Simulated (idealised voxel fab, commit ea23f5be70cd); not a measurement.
Process module in this document: voxel released beams
Xsec cut, 220 nm wide, square cell size 5 nm.
Just so we're on the same page, the cross-sections are grids of square cells, and they're listed out in bands top to bottom, each band one or more rows deep.
This entry defines a band. It first specifies the height of the band's top and the height of its bottom in nm, and then specifies the band's materials from left to right, stating each material with its width in nm. The word "throughout" identifies a single material that fills the band from edge to edge, while the word "empty" identifies empty space.
Heights are expressed relative to 0, this being the level below which the as-received wafer comprises one material exclusively. The lowest band is unbounded in the downward direction and is denoted as in "0 nm and below".
Note: "30..40" means the width goes from the first number (top row of the band) to the second number (bottom row) in equal steps per row of cells.
Step marked "no modifications"? Then no cell in the cross-section changed in it.
Look at "Listed closed voids" for the closed voids: empty spaces with no open path to the top, sized 8 cells or up. Each is width x height at distance, distance from the left edge, all nm.
The remark found on a step's line after its settings is issued by the simulator itself and pertains to that step.
"overlay nm" answers the question of how far to the right of plan the mask lay on a step that has a mask, and when it is negative the answer is to the left.

These are the steps we planned for the process
- 1: RECEIVE [material Si]
- 2: CONFORMAL_DEP [material SiN] [thk nm 5]
- 3: DIRECTIONAL_DEP [material SiO2] [thk nm 15]
- 4: PATTERN [tone open] [mask id ANCHOR] [material resist] [width nm 25] [thk nm 20] [overlay nm 0]
- 5: DIRECTIONAL_ETCH [etch materials SiO2] [depth nm 15]
- 6: STRIP [etch materials resist]
- 7: CONFORMAL_DEP [material TiN] [thk nm 10]
- 8: MASKED_ETCH [tone cover] [mask id BEAM] [width nm 105] [etch materials TiN] [depth nm 10] [overlay nm 0]
- 9: STRIP [etch materials SiO2]
Split variable: width nm, step 4. Plan value = first wafer. Wafers start alike.

First wafer as received, after step 1
> 0 nm and below: Si throughout
> Listed closed voids: none

At the end of the module, after its last step, step 9, the first of several wafers appears in cross-section as follows
> 30 nm to 20 nm: 55 of empty  20 of TiN  5 of empty  80 of TiN  60 of empty
> 20 nm to 15 nm: 65 of empty  10 of TiN  5 of empty  10 of TiN  130 of empty
> 15 nm to 5 nm: 65 of empty  25 of TiN  130 of empty
> 5 nm to 0 nm: SiN throughout
> 0 nm and below: Si throughout
> Listed closed voids: none

Here's the last wafer cross-sectioned at the end of the module
> 30 nm to 20 nm: 55 of empty  10 of TiN  30 of empty  65 of TiN  60 of empty
> 20 nm to 15 nm: 55 of empty  10 of TiN  30 of empty  10 of TiN  115 of empty
> 15 nm to 5 nm: 55 of empty  50 of TiN  115 of empty
> 5 nm to 0 nm: SiN throughout
> 0 nm and below: Si throughout
> Listed closed voids: none

Where each wafer stands at the end of the module, a row apiece: cells of each material gained (+) or lost (-) since it was received, then closed voids
width nm 25; +44 SiN; +54 TiN; Listed closed voids: none
width nm 30; +44 SiN; +54 TiN; Listed closed voids: none
width nm 35; +44 SiN; +54 TiN; Listed closed voids: none
width nm 40; +44 SiN; +54 TiN; Listed closed voids: none
width nm 45; +44 SiN; +54 TiN; Listed closed voids: none
width nm 50; +44 SiN; +54 TiN; Listed closed voids: none
